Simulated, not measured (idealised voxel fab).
Presented below is a process module, voxel tone inversion.
The figure presents cross-section cut, which has a width of 255 nm and is divided into square cells with an edge length of 5 nm.
The cross-sections in this document take the form of a grid made of square cells. They are written out as bands, in order from top to bottom. Each band consists of one or more rows of cells. Top, bottom (nm), then materials left to right with widths (nm); lone material tagged "edge to edge" fills the whole band edge to edge; "air" = empty space. Height is counted from the level 0, under which the received wafer is composed throughout of one material. The lowest of the bands is not closed at the bottom but continues downward, in the notation "z 0 and below". Width: "30->40" (first number = top row, second number = bottom row, same change from row to row of cells). Reading "no change" for a step: not a cell of the cross-section changed in it. Listed in "Enclosed void list": every empty space of 8 or more cells without an open way to the top. Form: width x height at distance, the distance being from the left edge, all in nm. Heads up: the bit after the settings on a step's line is the simulator's remark on that step. The optional step-line setting "overlay nm" applies to steps with a mask and quantifies how far to the right of its planned location the mask lay, a negative value indicating leftward placement.
Planned step list for the process
- 1: RECEIVE, material Si
- 2: CONFORMAL_DEP, material SiCN, thk nm 10
- 3: DIRECTIONAL_DEP, material aC, thk nm 20
- 4: PATTERN, tone cover, mask id POSTS, material resist, width nm 25, pitch nm 50, thk nm 25, overlay nm 0
- 5: DIRECTIONAL_ETCH, etch materials aC, depth nm 20
- 6: STRIP, etch materials resist
- 7: FILL_DEP, material SiO2, thk nm 10
- 8: CMP, height nm 30
- 9: STRIP, etch materials aC
Received-state cross-section, reflecting completion of step 1
- z 0 and below: Si edge to edge
- Enclosed void list: none
First of two wafers at the end of the module, shown in cross-section; run carried out as planned
- z 30 to 10: 40 of SiO2, then 25 of air, then 25 of SiO2, then 25 of air, then 25 of SiO2, then 25 of air, then 25 of SiO2, then 25 of air, then 40 of SiO2
- z 10 to 0: SiCN edge to edge
- z 0 and below: Si edge to edge
- Enclosed void list: none
Same start, same plan as the first wafer - but one mistake in the run. Cross-section of the second of the two at the end of the module
- z 30 to 20: SiCN edge to edge
- z 20 to 0: aC edge to edge
- z 0 and below: Si edge to edge
- Enclosed void list: none
In executing the process, a mistake was made relative to the plan: the processing plan was not followed for steps 2 and 3, which were run with their positions exchanged
Counted in cells at the end, the second wafer holds more or fewer of these materials than the first: SiO2: 124 fewer; aC: 204 more
